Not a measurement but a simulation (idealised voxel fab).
Process module name: voxel transistor to metal
Xsec cut, 175 nm wide, square cell size 5 nm.
This document writes a cross-section as a grid whose cells are square, and gives it as bands, listed from the top down; one or more rows of cells form a band. The band entry comprises the height of the band's top followed by the height of its bottom, expressed in nm, and subsequently the band's materials from left to right, each stated together with its width in nm. Where a single material is marked with the word "throughout", that material fills the band from edge to edge. The word "empty" represents empty space. Height is counted from the level 0, under which the received wafer is composed throughout of one material. The lowest of the bands is not closed at the bottom but continues downward, in the notation "0 nm and below". Think of "30..40" as a width that walks from the first number to the second as you go down the band, top row to bottom row, taking equal-sized steps from row to row. You'll sometimes find "no change occurred" written for a step, and that's the way of saying that nowhere in the cross-section did a cell change during that step. "Entrapped void list": sealed empty spaces, 8 cells or more, no open way to top, listed width x height at distance, with distance from the left edge and width, height and distance in nm. That trailing text on a step's line, after the settings, is the simulator's own remark on the step. The line of a step may include "overlay nm". On a step with a mask, this value is how far to the right of its planned place the mask lay. A negative value means the mask lay to the left.
[List of planned process steps]
| 1 | RECEIVE,material Si |
| 2 | OXIDIZE,depth nm 5 |
| 3 | CONFORMAL_DEP,material SiN,thk nm 10 |
| 4 | DIRECTIONAL_DEP,material aC,thk nm 15 |
| 5 | PATTERN,tone cover,mask id ACTIVE,material resist,width nm 115,thk nm 35,overlay nm 0 |
| 6 | DIRECTIONAL_ETCH,etch materials aC,depth nm 15 |
| 7 | STRIP,etch materials resist |
| 8 | DIRECTIONAL_ETCH,etch materials SiN,depth nm 10 |
| 9 | DIRECTIONAL_ETCH,etch materials SiO2,depth nm 5 |
| 10 | DIRECTIONAL_ETCH,etch materials Si,depth nm 20 |
| 11 | STRIP,etch materials aC |
| 12 | OXIDIZE,depth nm 5 |
| 13 | FILL_DEP,material SiO2,thk nm 5 |
| 14 | CMP,height nm 10 |
| 15 | SELECTIVE_ETCH,etch materials SiO2,depth nm 10 |
| 16 | STRIP,etch materials SiN |
| 17 | SELECTIVE_ETCH,etch materials SiO2,depth nm 5 |
| 18 | OXIDIZE,depth nm 5 |
| 19 | DIRECTIONAL_DEP,material polySi,thk nm 30 |
| 20 | DIRECTIONAL_DEP,material SiCN,thk nm 10 |
| 21 | PATTERN,tone cover,mask id GATE,material resist,width nm 25,thk nm 15,overlay nm 0 |
| 22 | DIRECTIONAL_ETCH,etch materials SiCN,depth nm 20 |
| 23 | DIRECTIONAL_ETCH,etch materials polySi,depth nm 40 |
| 24 | STRIP,etch materials resist |
| 25 | CONFORMAL_DEP,material SiO2,thk nm 5 |
| 26 | DIRECTIONAL_ETCH,etch materials SiO2,depth nm 5 |
| 27 | CONFORMAL_DEP,material SiN,thk nm 10 |
| 28 | DIRECTIONAL_ETCH,etch materials SiN,depth nm 10 |
| 29 | DIRECTIONAL_ETCH,etch materials SiO2,depth nm 5 |
| 30 | DIRECTIONAL_ETCH,etch materials Si,depth nm 5 |
| 31 | EPI,material pSi,thk nm 5 |
| 32 | FILL_DEP,material SiO2,thk nm 5 |
| 33 | CMP,height nm 25 |
| 34 | STRIP,etch materials polySi |
| 35 | SELECTIVE_ETCH,etch materials SiO2,depth nm 5 |
| 36 | CONFORMAL_DEP,material HfO2,thk nm 5 |
| 37 | CONFORMAL_DEP,material TiN,thk nm 5 |
| 38 | FILL_DEP,material W,thk nm 5 |
| 39 | CMP,height nm 20 |
| 40 | DIRECTIONAL_DEP,material SiO2,thk nm 10 |
| 41 | MASKED_ETCH,tone open,mask id CONTACT,width nm 20,pitch nm 75,etch materials SiO2,depth nm 40,overlay nm 0 |
| 42 | CONFORMAL_DEP,material TiN,thk nm 5 |
| 43 | FILL_DEP,material W,thk nm 5 |
| 44 | CMP,height nm 30 |
| 45 | CONFORMAL_DEP,material SiCN,thk nm 5 |
| 46 | DIRECTIONAL_DEP,material lowk,thk nm 25 |
| 47 | PATTERN,tone open,mask id METAL_1,material resist,width nm 20,pitch nm 75,thk nm 20,overlay nm 0 |
| 48 | DIRECTIONAL_ETCH,etch materials lowk,depth nm 25 |
| 49 | DIRECTIONAL_ETCH,etch materials SiCN,depth nm 5 |
| 50 | STRIP,etch materials resist |
| 51 | CONFORMAL_DEP,material TiN,thk nm 5 |
| 52 | FILL_DEP,material W,thk nm 5 |
| 53 | CMP,height nm 60 |
| 54 | EPI,material Ru,thk nm 5 |
| 55 | FILL_DEP,material SiCN,thk nm 5 |
| 56 | DIRECTIONAL_DEP,material lowk,thk nm 25 |
| 57 | PATTERN,tone open,mask id METAL_2,material resist,width nm 20,pitch nm 75,thk nm 15,overlay nm 0 |
| 58 | DIRECTIONAL_ETCH,etch materials lowk,depth nm 15 |
| 59 | STRIP,etch materials resist |
| 60 | PATTERN,tone open,mask id METAL_2_HOLES,material resist,width nm 15,pitch nm 75,thk nm 15,overlay nm 0 |
| 61 | DIRECTIONAL_ETCH,etch materials lowk,depth nm 10 |
| 62 | DIRECTIONAL_ETCH,etch materials SiCN,depth nm 5 |
| 63 | STRIP,etch materials resist |
| 64 | CONFORMAL_DEP,material TiN,thk nm 5 |
| 65 | FILL_DEP,material Cu,thk nm 5 |
| 66 | CMP,height nm 95 |
| 67 | CONFORMAL_DEP,material SiN,thk nm 5 |
[Cross-section, incoming material, after step 1]
    0 nm and below | Si throughout
    Entrapped void list: none
[Here's the wafer cut in cross-section after the module, started and planned just like above, except one thing was done wrong in the run]
    100 nm to 95 nm | SiN throughout
    95 nm to 85 nm | lowk (40), TiN (5), Cu (10), TiN (5), lowk (55), TiN (5), Cu (10), TiN (5), lowk (40)
    85 nm to 80 nm | lowk (40), TiN (5), Cu (5), TiN (10), lowk (55), TiN (5), Cu (5), TiN (10), lowk (40)
    80 nm to 70 nm | lowk (40), TiN (5), Cu (5), TiN (5), lowk (60), TiN (5), Cu (5), TiN (5), lowk (45)
    70 nm to 65 nm | SiCN (40), TiN (15), SiCN (60), TiN (15), SiCN (45)
    65 nm to 60 nm | SiCN (35), Ru (30), SiCN (45), Ru (30), SiCN (35)
    60 nm to 35 nm | lowk (40), TiN (5), W (10), TiN (5), lowk (55), TiN (5), W (10), TiN (5), lowk (40)
    35 nm to 30 nm | SiCN (40), TiN (20), SiCN (55), TiN (20), SiCN (40)
    30 nm to 20 nm | SiO2 (40), TiN (5), W (10), TiN (5), SiO2 (55), TiN (5), W (10), TiN (5), SiO2 (40)
    20 nm to 0 nm | SiO2 (40), TiN (5), W (10), TiN (5), SiO2 (5), SiN (10), HfO2 (5), TiN (5), W (5), TiN (5), HfO2 (5), SiN (10), SiO2 (5), TiN (5), W (10), TiN (5), SiO2 (40)
    0 nm to -5 nm | SiO2 (40), TiN (5), W (10), TiN (5), SiO2 (5), SiN (10), HfO2 (5), TiN (15), HfO2 (5), SiN (10), SiO2 (5), TiN (5), W (10), TiN (5), SiO2 (40)
    -5 nm to -10 nm | SiO2 (40), TiN (20), pSi (5), SiN (10), HfO2 (25), SiN (10), pSi (5), TiN (20), SiO2 (40)
    -10 nm to -15 nm | SiO2 (30), pSi (35), Si (45), pSi (35), SiO2 (30)
    -15 nm to -30 nm | SiO2 (35), Si (105), SiO2 (35)
    -30 nm and below | Si throughout
    Entrapped void list: none
So what did we get wrong on this run? skipped: plan step 25 (never run)
